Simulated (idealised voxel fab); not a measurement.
process module | voxel wiring stack
We display cut, a cross-section 140 nm in width whose square cells are each 5 nm.
For the purposes of this document, a cross-section shall be understood as a grid of square cells, specified as bands listed in top-to-bottom order, each band consisting of one or more rows of cells. Basically the band line says how high the top is and how high the bottom is, in nm, and then what's in it from left to right, every material with its width in nm. Empty space shows up as "empty", and if a single material carries "all across" it runs the full band edge to edge. Beneath 0, the wafer as received is one material, and that level is where height counting begins. The lowest band goes on downward without a bottom; it is written like "z 0 and below". Note: "30->40" means the width goes from the first number (top row of the band) to the second number (bottom row) in equal steps per row of cells. Where the words "left unchanged" appear for a step, the cross-section shows no cell changed by that step; every cell remained as before. Entry "Sealed internal voids" = empty spaces >= 8 cells with no open way to the top; each as width x height at distance, distance from left edge, all nm. Formally, on a step line, whatever follows the settings is a remark that the simulator itself makes on the step. If you see "overlay nm" on a step's line and that step has a mask, it's telling you how far right of where it was planned the mask ended up; a negative number means it went left instead.
The following list gives the planned process steps:
1) RECEIVE with material Si
2) CONFORMAL_DEP with material SiO2, thk nm 15
3) DIRECTIONAL_DEP with material TiN, thk nm 5
4) DIRECTIONAL_DEP with material Ru, thk nm 25
5) MASKED_ETCH with tone cover, mask id METAL_1, width nm 25, pitch nm 40, etch materials Ru, depth nm 25, overlay nm 0
6) MASKED_ETCH with tone cover, mask id METAL_1, width nm 25, pitch nm 40, etch materials TiN, depth nm 5, overlay nm 0
7) FILL_DEP with material lowk, thk nm 5
8) CMP with height nm 45
9) CONFORMAL_DEP with material SiCN, thk nm 5
10) DIRECTIONAL_DEP with material lowk, thk nm 20
11) MASKED_ETCH with tone open, mask id PLUG_1, width nm 15, pitch nm 80, etch materials lowk, depth nm 20, overlay nm 0
12) MASKED_ETCH with tone open, mask id PLUG_1, width nm 15, pitch nm 80, etch materials SiCN, depth nm 5, overlay nm 0
13) EPI with material Ru, thk nm 10
14) EPI with material Ru, thk nm 10
15) EPI with material Ru, thk nm 5
16) CONFORMAL_DEP with material SiCN, thk nm 5
17) DIRECTIONAL_DEP with material SiO2, thk nm 25
18) MASKED_ETCH with tone open, mask id METAL_2, width nm 25, pitch nm 40, etch materials SiO2, depth nm 25, overlay nm 0
19) MASKED_ETCH with tone open, mask id METAL_2, width nm 25, pitch nm 40, etch materials SiCN, depth nm 5, overlay nm 0
20) CONFORMAL_DEP with material TiN, thk nm 5
21) FILL_DEP with material Cu, thk nm 5
22) CMP with height nm 100
23) EPI with material Ru, thk nm 5
24) FILL_DEP with material SiCN, thk nm 5
First of two wafers: run as planned:
Delivered wafer in cross-section: state after step 1:
* z 0 and below | Si all across
* Sealed internal voids: none
After step 2:
* z 15 to 0 | SiO2 all across
* For the remainder of the cross-section, below 0, there is no change.
After step 3:
* z 20 to 15 | TiN all across
* For the remainder of the cross-section, below 15, there is no change.
After step 4:
* z 45 to 20 | Ru all across
* For the remainder of the cross-section, below 20, there is no change.
After step 5:
* z 45 to 20 | empty (15) / Ru (25) / empty (15) / Ru (25) / empty (15) / Ru (25) / empty (20)
* For the remainder of the cross-section, below 20, there is no change.
After step 6:
* z 45 to 20 | empty (15) / Ru (25) / empty (15) / Ru (25) / empty (15) / Ru (25) / empty (20)
* z 20 to 15 | empty (15) / TiN (25) / empty (15) / TiN (25) / empty (15) / TiN (25) / empty (20)
* For the remainder of the cross-section, below 15, there is no change.
After step 7:
* z 50 to 45 | lowk all across
* z 45 to 20 | lowk (15) / Ru (25) / lowk (15) / Ru (25) / lowk (15) / Ru (25) / lowk (20)
* z 20 to 15 | lowk (15) / TiN (25) / lowk (15) / TiN (25) / lowk (15) / TiN (25) / lowk (20)
* For the remainder of the cross-section, below 15, there is no change.
After step 8:
* z 45 to 20 | lowk (15) / Ru (25) / lowk (15) / Ru (25) / lowk (15) / Ru (25) / lowk (20)
* For the remainder of the cross-section, below 20, there is no change.
After step 9:
* z 50 to 45 | SiCN all across
* For the remainder of the cross-section, below 45, there is no change.
After step 10:
* z 70 to 50 | lowk all across
* For the remainder of the cross-section, below 50, there is no change.
After step 11:
* z 70 to 50 | lowk (15) / empty (15) / lowk (65) / empty (15) / lowk (30)
* For the remainder of the cross-section, below 50, there is no change.
After step 12:
* z 70 to 50 | lowk (15) / empty (15) / lowk (65) / empty (15) / lowk (30)
* z 50 to 45 | SiCN (15) / empty (15) / SiCN (65) / empty (15) / SiCN (30)
* For the remainder of the cross-section, below 45, there is no change.
After step 13:
* z 70 to 55 | lowk (15) / empty (15) / lowk (65) / empty (15) / lowk (30)
* z 55 to 50 | lowk (15) / Ru (15) / lowk (65) / Ru (15) / lowk (30)
* z 50 to 45 | SiCN (15) / Ru (15) / SiCN (65) / Ru (15) / SiCN (30)
* For the remainder of the cross-section, below 45, there is no change.
After step 14:
* z 70 to 65 | lowk (15) / empty (15) / lowk (65) / empty (15) / lowk (30)
* z 65 to 50 | lowk (15) / Ru (15) / lowk (65) / Ru (15) / lowk (30)
* For the remainder of the cross-section, below 50, there is no change.
After step 15:
* z 70 to 50 | lowk (15) / Ru (15) / lowk (65) / Ru (15) / lowk (30)
* For the remainder of the cross-section, below 50, there is no change.
After step 16:
* z 75 to 70 | SiCN all across
* For the remainder of the cross-section, below 70, there is no change.
After step 17:
* z 100 to 75 | SiO2 all across
* For the remainder of the cross-section, below 75, there is no change.
After step 18:
* z 100 to 75 | SiO2 (15) / empty (25) / SiO2 (15) / empty (25) / SiO2 (15) / empty (25) / SiO2 (20)
* For the remainder of the cross-section, below 75, there is no change.
After step 19:
* z 100 to 75 | SiO2 (15) / empty (25) / SiO2 (15) / empty (25) / SiO2 (15) / empty (25) / SiO2 (20)
* z 75 to 70 | SiCN (15) / empty (25) / SiCN (15) / empty (25) / SiCN (15) / empty (25) / SiCN (20)
* For the remainder of the cross-section, below 70, there is no change.
After step 20:
* z 105 to 100 | TiN (20) / empty (15) / TiN (25) / empty (15) / TiN (25) / empty (15) / TiN (25)
* z 100 to 75 | SiO2 (15) / TiN (5) / empty (15) / TiN (5) / SiO2 (15) / TiN (5) / empty (15) / TiN (5) / SiO2 (15) / TiN (5) / empty (15) / TiN (5) / SiO2 (20)
* z 75 to 70 | SiCN (15) / TiN (25) / SiCN (15) / TiN (25) / SiCN (15) / TiN (25) / SiCN (20)
* For the remainder of the cross-section, below 70, there is no change.
After step 21:
* z 110 to 105 | Cu all across
* z 105 to 100 | TiN (20) / Cu (15) / TiN (25) / Cu (15) / TiN (25) / Cu (15) / TiN (25)
* z 100 to 75 | SiO2 (15) / TiN (5) / Cu (15) / TiN (5) / SiO2 (15) / TiN (5) / Cu (15) / TiN (5) / SiO2 (15) / TiN (5) / Cu (15) / TiN (5) / SiO2 (20)
* For the remainder of the cross-section, below 75, there is no change.
After step 22:
* z 100 to 75 | SiO2 (15) / TiN (5) / Cu (15) / TiN (5) / SiO2 (15) / TiN (5) / Cu (15) / TiN (5) / SiO2 (15) / TiN (5) / Cu (15) / TiN (5) / SiO2 (20)
* For the remainder of the cross-section, below 75, there is no change.
After step 23:
* z 105 to 100 | empty (10) / Ru (35) / empty (5) / Ru (35) / empty (5) / Ru (35) / empty (15)
* For the remainder of the cross-section, below 100, there is no change.
After step 24:
* z 110 to 105 | SiCN all across
* z 105 to 100 | SiCN (10) / Ru (35) / SiCN (5) / Ru (35) / SiCN (5) / Ru (35) / SiCN (15)
* For the remainder of the cross-section, below 100, there is no change.
Second wafer. Start and plan as for the first. One mistake made in running. Agrees with the first up to and including step 17:
Second wafer shown in cross-section at the time step 18 was slated to end:
* z 100 to 75 | empty (15) / SiO2 (25) / empty (15) / SiO2 (25) / empty (15) / SiO2 (25) / empty (20)
* For the remainder of the cross-section, below 75, there is no change.
Second wafer shown in cross-section at the time step 19 was slated to end: left unchanged
Second wafer shown in cross-section at the time step 20 was slated to end:
* z 105 to 100 | empty (10) / TiN (35) / empty (5) / TiN (35) / empty (5) / TiN (35) / empty (15)
* z 100 to 80 | empty (10) / TiN (5) / SiO2 (25) / TiN (5) / empty (5) / TiN (5) / SiO2 (25) / TiN (5) / empty (5) / TiN (5) / SiO2 (25) / TiN (5) / empty (15)
* z 80 to 75 | TiN (15) / SiO2 (25) / TiN (15) / SiO2 (25) / TiN (15) / SiO2 (25) / TiN (20)
* For the remainder of the cross-section, below 75, there is no change.
Second wafer shown in cross-section at the time step 21 was slated to end:
* z 110 to 105 | Cu all across
* z 105 to 100 | Cu (10) / TiN (35) / Cu (5) / TiN (35) / Cu (5) / TiN (35) / Cu (15)
* z 100 to 80 | Cu (10) / TiN (5) / SiO2 (25) / TiN (5) / Cu (5) / TiN (5) / SiO2 (25) / TiN (5) / Cu (5) / TiN (5) / SiO2 (25) / TiN (5) / Cu (15)
* For the remainder of the cross-section, below 80, there is no change.
Second wafer shown in cross-section at the time step 22 was slated to end:
* z 100 to 80 | Cu (10) / TiN (5) / SiO2 (25) / TiN (5) / Cu (5) / TiN (5) / SiO2 (25) / TiN (5) / Cu (5) / TiN (5) / SiO2 (25) / TiN (5) / Cu (15)
* For the remainder of the cross-section, below 80, there is no change.
Second wafer shown in cross-section at the time step 23 was slated to end:
* z 105 to 100 | Ru (20) / empty (15) / Ru (25) / empty (15) / Ru (25) / empty (15) / Ru (25)
* For the remainder of the cross-section, below 100, there is no change.
Second wafer shown in cross-section at the time step 24 was slated to end:
* z 110 to 105 | SiCN all across
* z 105 to 100 | Ru (20) / SiCN (15) / Ru (25) / SiCN (15) / Ru (25) / SiCN (15) / Ru (25)
* For the remainder of the cross-section, below 100, there is no change.
The mistake made against the process plan was this: note that step 18 departed from the planned setting and was carried out as MASKED_ETCH with tone cover, mask id METAL_2, width nm 25, pitch nm 40, etch materials SiO2, depth nm 25, overlay nm 0
Final difference in cells, second wafer against first, listed per material as more or fewer: -17 Cu, -2 Ru, +17 SiCN, +10 SiO2, -8 TiN
